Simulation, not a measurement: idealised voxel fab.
Title: Process Module voxel capacitor over wiring
Displayed cross-section: cut, width of 155 nm, square cells sized 5 nm.
This document writes a cross-section as a grid whose cells are square, and gives it as bands, listed from the top down; one or more rows of cells form a band. Each band's line starts with the height of the band's top and of its bottom, in nm. Then come its materials from left to right, each with its width in nm. One material with "full width" fills the band from edge to edge. "empty" is empty space. Zero point of the height axis is 0; under it, received wafer = one material. Lowest band: continues down indefinitely, "from 0 down". The expression "30 to 40" gives the width at the extremes of the band, the first number at its top row of cells and the second at its bottom row, with the width changing by equal amounts from each row to the next in between. Step note "nothing different" = no cross-section cell changed. "Sealed cavities" specifies each empty space that is not open to the top and that occupies no fewer than 8 cells, using the form width x height at distance, the distance measured from the left edge and all three quantities in nm. It should be noted that, on the line of a given step, the content following the step's settings is a remark produced by the simulator itself with respect to that step. The optional step-line setting "overlay nm" applies to steps with a mask and quantifies how far to the right of its planned location the mask lay, a negative value indicating leftward placement.

List of planned process steps:
1,op RECEIVE | material Si
2,op CONFORMAL_DEP | material SiO2 | thk nm 15
3,op DIRECTIONAL_DEP | material TiN | thk nm 5
4,op DIRECTIONAL_DEP | material W | thk nm 15
5,op PATTERN | tone cover | mask id METAL_1 | material resist | width nm 25 | pitch nm 95 | thk nm 20 | overlay nm 0
6,op DIRECTIONAL_ETCH | etch materials W | depth nm 15
7,op DIRECTIONAL_ETCH | etch materials TiN | depth nm 5
8,op STRIP | etch materials resist
9,op FILL_DEP | material lowk | thk nm 5
10,op CMP | height nm 35
11,op CONFORMAL_DEP | material SiCN | thk nm 5
12,op DIRECTIONAL_DEP | material SiO2 | thk nm 20
13,op MASKED_ETCH | tone open | mask id PLUG_1 | width nm 15 | etch materials SiO2 | depth nm 20 | overlay nm 0
14,op MASKED_ETCH | tone open | mask id PLUG_1 | width nm 15 | etch materials SiCN | depth nm 5 | overlay nm 0
15,op CONFORMAL_DEP | material TiN | thk nm 5
16,op FILL_DEP | material Cu | thk nm 5
17,op CMP | height nm 60
18,op DIRECTIONAL_DEP | material TiN | thk nm 10
19,op DIRECTIONAL_DEP | material SiN | thk nm 5
20,op DIRECTIONAL_DEP | material TiN | thk nm 10
21,op MASKED_ETCH | tone cover | mask id UPPER_PLATE | width nm 75 | etch materials TiN | depth nm 10 | overlay nm 0
22,op MASKED_ETCH | tone cover | mask id UPPER_PLATE | width nm 75 | etch materials SiN | depth nm 5 | overlay nm 0
23,op MASKED_ETCH | tone cover | mask id LOWER_PLATE | width nm 85 | etch materials TiN | depth nm 10 | overlay nm 0
24,op FILL_DEP | material SiO2 | thk nm 15
25,op CMP | height nm 95
26,op PATTERN | tone open | mask id PLUG_2 | material resist | width nm 15 | thk nm 20 | overlay nm 0
27,op DIRECTIONAL_ETCH | etch materials SiO2 | depth nm 10
28,op STRIP | etch materials resist
29,op CONFORMAL_DEP | material TiN | thk nm 5
30,op FILL_DEP | material Ru | thk nm 5
31,op CMP | height nm 95
32,op CONFORMAL_DEP | material SiCN | thk nm 5

So, the first of our two wafers, run just as we planned it:

as received, after step 1:
* from 0 down  Si full width
* Sealed cavities: none

Cross-section of the wafer after step 2:
* from 15 to 0  SiO2 full width
* Below 0, no change.

Cross-section of the wafer after step 3:
* from 20 to 15  TiN full width
* Below 15, no change.

Cross-section of the wafer after step 4:
* from 35 to 20  W full width
* Below 20, no change.

Cross-section of the wafer after step 5:
* from 55 to 35  15 of empty, then 25 of resist, then 70 of empty, then 25 of resist, then 20 of empty
* Below 35, no change.

Cross-section of the wafer after step 6:
* from 55 to 35  15 of empty, then 25 of resist, then 70 of empty, then 25 of resist, then 20 of empty
* from 35 to 20  15 of empty, then 25 of W, then 70 of empty, then 25 of W, then 20 of empty
* Below 20, no change.

Cross-section of the wafer after step 7:
* from 55 to 35  15 of empty, then 25 of resist, then 70 of empty, then 25 of resist, then 20 of empty
* from 35 to 20  15 of empty, then 25 of W, then 70 of empty, then 25 of W, then 20 of empty
* from 20 to 15  15 of empty, then 25 of TiN, then 70 of empty, then 25 of TiN, then 20 of empty
* Below 15, no change.

Cross-section of the wafer after step 8:
* from 35 to 20  15 of empty, then 25 of W, then 70 of empty, then 25 of W, then 20 of empty
* Below 20, no change.

Cross-section of the wafer after step 9:
* from 40 to 35  lowk full width
* from 35 to 20  15 of lowk, then 25 of W, then 70 of lowk, then 25 of W, then 20 of lowk
* from 20 to 15  15 of lowk, then 25 of TiN, then 70 of lowk, then 25 of TiN, then 20 of lowk
* Below 15, no change.

Cross-section of the wafer after step 10:
* from 35 to 20  15 of lowk, then 25 of W, then 70 of lowk, then 25 of W, then 20 of lowk
* Below 20, no change.

Cross-section of the wafer after step 11:
* from 40 to 35  SiCN full width
* Below 35, no change.

Cross-section of the wafer after step 12:
* from 60 to 40  SiO2 full width
* Below 40, no change.

Cross-section of the wafer after step 13:
* from 60 to 40  25 of SiO2, then 15 of empty, then 115 of SiO2
* Below 40, no change.

Cross-section of the wafer after step 14:
* from 60 to 40  25 of SiO2, then 15 of empty, then 115 of SiO2
* from 40 to 35  25 of SiCN, then 15 of empty, then 115 of SiCN
* Below 35, no change.

Cross-section of the wafer after step 15:
* from 65 to 60  30 of TiN, then 5 of empty, then 120 of TiN
* from 60 to 40  25 of SiO2, then 5 of TiN, then 5 of empty, then 5 of TiN, then 115 of SiO2
* from 40 to 35  25 of SiCN, then 15 of TiN, then 115 of SiCN
* Below 35, no change.

Cross-section of the wafer after step 16:
* from 70 to 65  Cu full width
* from 65 to 60  30 of TiN, then 5 of Cu, then 120 of TiN
* from 60 to 40  25 of SiO2, then 5 of TiN, then 5 of Cu, then 5 of TiN, then 115 of SiO2
* Below 40, no change.

Cross-section of the wafer after step 17:
* from 60 to 40  25 of SiO2, then 5 of TiN, then 5 of Cu, then 5 of TiN, then 115 of SiO2
* Below 40, no change.

Cross-section of the wafer after step 18:
* from 70 to 60  TiN full width
* Below 60, no change.

Cross-section of the wafer after step 19:
* from 75 to 70  SiN full width
* Below 70, no change.

Cross-section of the wafer after step 20:
* from 85 to 75  TiN full width
* Below 75, no change.

Cross-section of the wafer after step 21:
* from 85 to 75  25 of empty, then 75 of TiN, then 55 of empty
* Below 75, no change.

Cross-section of the wafer after step 22:
* from 85 to 75  25 of empty, then 75 of TiN, then 55 of empty
* from 75 to 70  25 of empty, then 75 of SiN, then 55 of empty
* Below 70, no change.

Cross-section of the wafer after step 23:
* from 85 to 75  25 of empty, then 75 of TiN, then 55 of empty
* from 75 to 70  25 of empty, then 75 of SiN, then 55 of empty
* from 70 to 60  20 of empty, then 85 of TiN, then 50 of empty
* Below 60, no change.

Cross-section of the wafer after step 24:
* from 100 to 85  SiO2 full width
* from 85 to 75  25 of SiO2, then 75 of TiN, then 55 of SiO2
* from 75 to 70  25 of SiO2, then 75 of SiN, then 55 of SiO2
* from 70 to 60  20 of SiO2, then 85 of TiN, then 50 of SiO2
* Below 60, no change.

Cross-section of the wafer after step 25:
* from 95 to 85  SiO2 full width
* Below 85, no change.

Cross-section of the wafer after step 26:
* from 115 to 95  35 of resist, then 15 of empty, then 105 of resist
* Below 95, no change.

Cross-section of the wafer after step 27:
* from 115 to 95  35 of resist, then 15 of empty, then 105 of resist
* from 95 to 85  35 of SiO2, then 15 of empty, then 105 of SiO2
* Below 85, no change.

Cross-section of the wafer after step 28:
* from 95 to 85  35 of SiO2, then 15 of empty, then 105 of SiO2
* Below 85, no change.

Cross-section of the wafer after step 29:
* from 100 to 95  40 of TiN, then 5 of empty, then 110 of TiN
* from 95 to 90  35 of SiO2, then 5 of TiN, then 5 of empty, then 5 of TiN, then 105 of SiO2
* from 90 to 85  35 of SiO2, then 15 of TiN, then 105 of SiO2
* Below 85, no change.

Cross-section of the wafer after step 30:
* from 105 to 100  Ru full width
* from 100 to 95  40 of TiN, then 5 of Ru, then 110 of TiN
* from 95 to 90  35 of SiO2, then 5 of TiN, then 5 of Ru, then 5 of TiN, then 105 of SiO2
* Below 90, no change.

Cross-section of the wafer after step 31:
* from 95 to 90  35 of SiO2, then 5 of TiN, then 5 of Ru, then 5 of TiN, then 105 of SiO2
* Below 90, no change.

Cross-section of the wafer after step 32:
* from 100 to 95  SiCN full width
* Below 95, no change.

The remaining wafer, second of the two, started like the first and was run to the same plan, except that one mistake was made along the way; the two coincide through step 13, inclusive:

The second wafer cut through, at the time step 14 was supposed to be finished:
* from 60 to 40  25 of SiO2, then 15 of empty, then 115 of SiO2
* from 40 to 35  25 of SiCN, then 5 of empty, then 125 of SiCN
* Below 35, no change.

The second wafer cut through, at the time step 15 was supposed to be finished:
* from 65 to 60  30 of TiN, then 5 of empty, then 120 of TiN
* from 60 to 45  25 of SiO2, then 5 of TiN, then 5 of empty, then 5 of TiN, then 115 of SiO2
* from 45 to 40  25 of SiO2, then 15 of TiN, then 115 of SiO2
* from 40 to 35  25 of SiCN, then 5 of TiN, then 125 of SiCN
* Below 35, no change.

The second wafer cut through, at the time step 16 was supposed to be finished:
* from 70 to 65  Cu full width
* from 65 to 60  30 of TiN, then 5 of Cu, then 120 of TiN
* from 60 to 45  25 of SiO2, then 5 of TiN, then 5 of Cu, then 5 of TiN, then 115 of SiO2
* Below 45, no change.

The second wafer cut through, at the time step 17 was supposed to be finished:
* from 60 to 45  25 of SiO2, then 5 of TiN, then 5 of Cu, then 5 of TiN, then 115 of SiO2
* Below 45, no change.

The second wafer cut through, at the time step 18 was supposed to be finished:
* from 70 to 60  TiN full width
* Below 60, no change.

The second wafer cut through, at the time step 19 was supposed to be finished:
* from 75 to 70  SiN full width
* Below 70, no change.

The second wafer cut through, at the time step 20 was supposed to be finished:
* from 85 to 75  TiN full width
* Below 75, no change.

The second wafer cut through, at the time step 21 was supposed to be finished:
* from 85 to 75  25 of empty, then 75 of TiN, then 55 of empty
* Below 75, no change.

The second wafer cut through, at the time step 22 was supposed to be finished:
* from 85 to 75  25 of empty, then 75 of TiN, then 55 of empty
* from 75 to 70  25 of empty, then 75 of SiN, then 55 of empty
* Below 70, no change.

The second wafer cut through, at the time step 23 was supposed to be finished:
* from 85 to 75  25 of empty, then 75 of TiN, then 55 of empty
* from 75 to 70  25 of empty, then 75 of SiN, then 55 of empty
* from 70 to 60  20 of empty, then 85 of TiN, then 50 of empty
* Below 60, no change.

The second wafer cut through, at the time step 24 was supposed to be finished:
* from 100 to 85  SiO2 full width
* from 85 to 75  25 of SiO2, then 75 of TiN, then 55 of SiO2
* from 75 to 70  25 of SiO2, then 75 of SiN, then 55 of SiO2
* from 70 to 60  20 of SiO2, then 85 of TiN, then 50 of SiO2
* Below 60, no change.

The second wafer cut through, at the time step 25 was supposed to be finished:
* from 95 to 85  SiO2 full width
* Below 85, no change.

The second wafer cut through, at the time step 26 was supposed to be finished:
* from 115 to 95  35 of resist, then 15 of empty, then 105 of resist
* Below 95, no change.

The second wafer cut through, at the time step 27 was supposed to be finished:
* from 115 to 95  35 of resist, then 15 of empty, then 105 of resist
* from 95 to 85  35 of SiO2, then 15 of empty, then 105 of SiO2
* Below 85, no change.

The second wafer cut through, at the time step 28 was supposed to be finished:
* from 95 to 85  35 of SiO2, then 15 of empty, then 105 of SiO2
* Below 85, no change.

The second wafer cut through, at the time step 29 was supposed to be finished:
* from 100 to 95  40 of TiN, then 5 of empty, then 110 of TiN
* from 95 to 90  35 of SiO2, then 5 of TiN, then 5 of empty, then 5 of TiN, then 105 of SiO2
* from 90 to 85  35 of SiO2, then 15 of TiN, then 105 of SiO2
* Below 85, no change.

The second wafer cut through, at the time step 30 was supposed to be finished:
* from 105 to 100  Ru full width
* from 100 to 95  40 of TiN, then 5 of Ru, then 110 of TiN
* from 95 to 90  35 of SiO2, then 5 of TiN, then 5 of Ru, then 5 of TiN, then 105 of SiO2
* Below 90, no change.

The second wafer cut through, at the time step 31 was supposed to be finished:
* from 95 to 90  35 of SiO2, then 5 of TiN, then 5 of Ru, then 5 of TiN, then 105 of SiO2
* Below 90, no change.

The second wafer cut through, at the time step 32 was supposed to be finished:
* from 100 to 95  SiCN full width
* Below 95, no change.
Processing error: so step 14 ended up running with a different setting than we planned, it ran as op MASKED_ETCH | tone open | mask id PLUG_1 | width nm 15 | etch materials SiCN | depth nm 5 | overlay nm -10
Once processing is complete, comparing cell counts shows that the second wafer has more or fewer of certain materials than the first: -1 Cu; +2 SiCN; -1 TiN
